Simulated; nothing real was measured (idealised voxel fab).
The process module presented herein is designated voxel wiring stack.
250 nm wide, 5 nm square cells: that's cross-section cut.
Cross-section, as written here: a square-cell grid given band by band from the top down, where a band holds one or more rows of cells.
What a band's entry tells you: where the top is and where the bottom is, as heights in nm, and after that what lies inside, material by material from left to right, each with its width in nm. Empty space is written as the word "blank", and a single material marked with the word "full width" occupies the band from edge to edge.
Measure heights from 0. That's the level where, below it, the as-received wafer is all one material. The lowest band is bottomless and extends downward; write it as in "top 0, no bottom".
The notation "30 to 40" denotes a width that varies across the rows of cells in the band, beginning at the first number in the top row, finishing at the second number in the bottom row, and changing by an identical amount from each row to the next.
A step reported as "remained unchanged" is a step in which no cell of the cross-section changed.
"Catalogued sealed voids": sealed empty spaces, 8 cells or more, no open way to top, listed width x height at distance, with distance from the left edge and width, height and distance in nm.
Anything after a step's settings on that line? It's the simulator's own note about the step.
overlay nm, on a step with a mask: how far to the right of its planned place the mask lay; to the left if negative
Below is the list of planned process steps:
1) RECEIVE: material Si
2) CONFORMAL_DEP: material SiO2, thk nm 15
3) CONFORMAL_DEP: material SiN, thk nm 5
4) DIRECTIONAL_DEP: material SiO2, thk nm 15
5) DIRECTIONAL_DEP: material aC, thk nm 15
6) PATTERN: tone open, mask id METAL_1, material resist, width nm 30, pitch nm 60, thk nm 30, overlay nm -15
7) DIRECTIONAL_ETCH: etch materials aC, depth nm 15
8) STRIP: etch materials resist
9) DIRECTIONAL_ETCH: etch materials SiO2, depth nm 15
10) DIRECTIONAL_ETCH: etch materials SiN, depth nm 5
11) STRIP: etch materials aC
12) CONFORMAL_DEP: material TiN, thk nm 5
13) FILL_DEP: material Cu, thk nm 10
14) CMP: height nm 35
15) EPI: material Ru, thk nm 5
16) FILL_DEP: material SiCN, thk nm 5
17) DIRECTIONAL_DEP: material SiO2, thk nm 10
18) DIRECTIONAL_DEP: material aC, thk nm 15
19) PATTERN: tone open, mask id PLUG_1, material resist, width nm 15, pitch nm 60, thk nm 30, overlay nm 0
20) DIRECTIONAL_ETCH: etch materials aC, depth nm 15
21) STRIP: etch materials resist
22) DIRECTIONAL_ETCH: etch materials SiO2, depth nm 10
23) DIRECTIONAL_ETCH: etch materials SiCN, depth nm 5
24) STRIP: etch materials aC
25) EPI: material Ru, thk nm 10
26) EPI: material Ru, thk nm 5
27) CONFORMAL_DEP: material SiCN, thk nm 5
28) DIRECTIONAL_DEP: material lowk, thk nm 20
29) DIRECTIONAL_DEP: material aC, thk nm 15
30) PATTERN: tone open, mask id METAL_2, material resist, width nm 30, pitch nm 60, thk nm 30, overlay nm 0
31) DIRECTIONAL_ETCH: etch materials aC, depth nm 15
32) STRIP: etch materials resist
33) DIRECTIONAL_ETCH: etch materials lowk, depth nm 20
34) DIRECTIONAL_ETCH: etch materials SiCN, depth nm 5
35) STRIP: etch materials aC
36) CONFORMAL_DEP: material TiN, thk nm 5
37) FILL_DEP: material W, thk nm 10
38) CMP: height nm 80
39) CONFORMAL_DEP: material SiCN, thk nm 5
40) DIRECTIONAL_DEP: material SiO2, thk nm 30
41) DIRECTIONAL_DEP: material aC, thk nm 15
42) PATTERN: tone open, mask id METAL_3_HOLES, material resist, width nm 15, pitch nm 60, thk nm 35, overlay nm 0
43) DIRECTIONAL_ETCH: etch materials aC, depth nm 15
44) STRIP: etch materials resist
45) DIRECTIONAL_ETCH: etch materials SiO2, depth nm 30
46) STRIP: etch materials aC
47) MASKED_ETCH: tone open, mask id METAL_3, width nm 30, pitch nm 60, etch materials SiO2, depth nm 15, overlay nm 0
48) MASKED_ETCH: tone open, mask id METAL_3, width nm 30, pitch nm 60, etch materials SiCN, depth nm 5, overlay nm 0
49) CONFORMAL_DEP: material TiN, thk nm 5
50) FILL_DEP: material Ru, thk nm 10
51) CMP: height nm 115
52) CONFORMAL_DEP: material SiCN, thk nm 5
53) DIRECTIONAL_DEP: material lowk, thk nm 25
54) PATTERN: tone open, mask id METAL_4_HOLES, material resist, width nm 15, thk nm 15, overlay nm 0
55) DIRECTIONAL_ETCH: etch materials lowk, depth nm 25
56) STRIP: etch materials resist
57) MASKED_ETCH: tone open, mask id METAL_4, width nm 30, pitch nm 60, etch materials lowk, depth nm 15, overlay nm 0
58) MASKED_ETCH: tone open, mask id METAL_4, width nm 30, pitch nm 60, etch materials SiCN, depth nm 5, overlay nm 0
59) CONFORMAL_DEP: material TiN, thk nm 5
60) FILL_DEP: material Cu, thk nm 10
61) CMP: height nm 145
62) CONFORMAL_DEP: material SiCN, thk nm 5
varied across the wafers: overlay nm of step 6. The plan shows the first wafer's value. All wafers start alike
Cross-section of the first of several wafers as received (after step 1):
> top 0, no bottom | Si full width
> Catalogued sealed voids: none
Quick look at the cross-section of the first of several wafers after step 62, which wraps up the module:
> top 150, bottom 145 | SiCN full width
> top 145, bottom 135 | 80 lowk, then 5 TiN, then 20 Cu, then 5 TiN, then 30 lowk, then 5 TiN, then 20 Cu, then 5 TiN, then 80 lowk
> top 135, bottom 130 | 80 lowk, then 5 TiN, then 5 Cu, then 20 TiN, then 30 lowk, then 30 TiN, then 80 lowk
> top 130, bottom 120 | 80 lowk, then 5 TiN, then 5 Cu, then 5 TiN, then 155 lowk
> top 120, bottom 115 | 80 SiCN, then 15 TiN, then 155 SiCN
> top 115, bottom 105 | 80 SiO2, then 5 TiN, then 20 Ru, then 5 TiN, then 30 SiO2, then 5 TiN, then 20 Ru, then 5 TiN, then 80 SiO2
> top 105, bottom 100 | 80 SiO2, then 5 TiN, then 5 Ru, then 20 TiN, then 30 SiO2, then 5 TiN, then 5 Ru, then 20 TiN, then 80 SiO2
> top 100, bottom 85 | 80 SiO2, then 5 TiN, then 5 Ru, then 5 TiN, then 45 SiO2, then 5 TiN, then 5 Ru, then 5 TiN, then 95 SiO2
> top 85, bottom 80 | 80 SiCN, then 15 TiN, then 45 SiCN, then 15 TiN, then 95 SiCN
> top 80, bottom 60 | 80 lowk, then 5 TiN, then 20 W, then 5 TiN, then 30 lowk, then 5 TiN, then 20 W, then 5 TiN, then 80 lowk
> top 60, bottom 55 | 80 SiCN, then 30 TiN, then 30 SiCN, then 30 TiN, then 80 SiCN
> top 55, bottom 45 | 80 SiO2, then 15 Ru, then 45 SiO2, then 15 Ru, then 95 SiO2
> top 45, bottom 35 | 80 to 60 SiCN, then 15 to 40 Ru, then 45 to 20 SiCN, then 15 to 40 Ru, then 95 to 90 SiCN
> top 35, bottom 20 | 65 SiO2, then 5 TiN, then 20 Cu, then 5 TiN, then 30 SiO2, then 5 TiN, then 20 Cu, then 5 TiN, then 95 SiO2
> top 20, bottom 15 | 65 SiN, then 30 TiN, then 30 SiN, then 30 TiN, then 95 SiN
> top 15, bottom 0 | SiO2 full width
> top 0, no bottom | Si full width
> Catalogued sealed voids: none
The last wafer as seen in cross-section at the end of the module:
> top 150, bottom 145 | SiCN full width
> top 145, bottom 135 | 80 lowk, then 5 TiN, then 20 Cu, then 5 TiN, then 30 lowk, then 5 TiN, then 20 Cu, then 5 TiN, then 80 lowk
> top 135, bottom 130 | 80 lowk, then 5 TiN, then 5 Cu, then 20 TiN, then 30 lowk, then 30 TiN, then 80 lowk
> top 130, bottom 120 | 80 lowk, then 5 TiN, then 5 Cu, then 5 TiN, then 155 lowk
> top 120, bottom 115 | 80 SiCN, then 15 TiN, then 155 SiCN
> top 115, bottom 105 | 80 SiO2, then 5 TiN, then 20 Ru, then 5 TiN, then 30 SiO2, then 5 TiN, then 20 Ru, then 5 TiN, then 80 SiO2
> top 105, bottom 100 | 80 SiO2, then 5 TiN, then 5 Ru, then 20 TiN, then 30 SiO2, then 5 TiN, then 5 Ru, then 20 TiN, then 80 SiO2
> top 100, bottom 85 | 80 SiO2, then 5 TiN, then 5 Ru, then 5 TiN, then 45 SiO2, then 5 TiN, then 5 Ru, then 5 TiN, then 95 SiO2
> top 85, bottom 80 | 80 SiCN, then 15 TiN, then 45 SiCN, then 15 TiN, then 95 SiCN
> top 80, bottom 60 | 80 lowk, then 5 TiN, then 20 W, then 5 TiN, then 30 lowk, then 5 TiN, then 20 W, then 5 TiN, then 80 lowk
> top 60, bottom 55 | 80 SiCN, then 30 TiN, then 30 SiCN, then 30 TiN, then 80 SiCN
> top 55, bottom 45 | 80 SiO2, then 15 Ru, then 45 SiO2, then 15 Ru, then 95 SiO2
> top 45, bottom 35 | 80 to 90 SiCN, then 15 to 40 Ru, then 45 to 20 SiCN, then 15 to 40 Ru, then 95 to 60 SiCN
> top 35, bottom 20 | 95 SiO2, then 5 TiN, then 20 Cu, then 5 TiN, then 30 SiO2, then 5 TiN, then 20 Cu, then 5 TiN, then 65 SiO2
> top 20, bottom 15 | 95 SiN, then 30 TiN, then 30 SiN, then 30 TiN, then 65 SiN
> top 15, bottom 0 | SiO2 full width
> top 0, no bottom | Si full width
> Catalogued sealed voids: none
Rows = wafers. At module end, each row lists per material the cells gained (+) or lost (-) since the wafer was received, then the closed voids:
overlay nm -15, +43 Cu, +58 Ru, +257 SiCN, +38 SiN, +598 SiO2, +114 TiN, +32 W, +360 lowk, Catalogued sealed voids: none
overlay nm -10, +43 Cu, +58 Ru, +257 SiCN, +38 SiN, +598 SiO2, +114 TiN, +32 W, +360 lowk, Catalogued sealed voids: none
overlay nm -5, +43 Cu, +58 Ru, +257 SiCN, +38 SiN, +598 SiO2, +114 TiN, +32 W, +360 lowk, Catalogued sealed voids: none
overlay nm 0, +43 Cu, +58 Ru, +257 SiCN, +38 SiN, +598 SiO2, +114 TiN, +32 W, +360 lowk, Catalogued sealed voids: none
overlay nm 5, +43 Cu, +58 Ru, +257 SiCN, +38 SiN, +598 SiO2, +114 TiN, +32 W, +360 lowk, Catalogued sealed voids: none
overlay nm 10, +43 Cu, +58 Ru, +257 SiCN, +38 SiN, +598 SiO2, +114 TiN, +32 W, +360 lowk, Catalogued sealed voids: none
overlay nm 15, +43 Cu, +58 Ru, +257 SiCN, +38 SiN, +598 SiO2, +114 TiN, +32 W, +360 lowk, Catalogued sealed voids: none
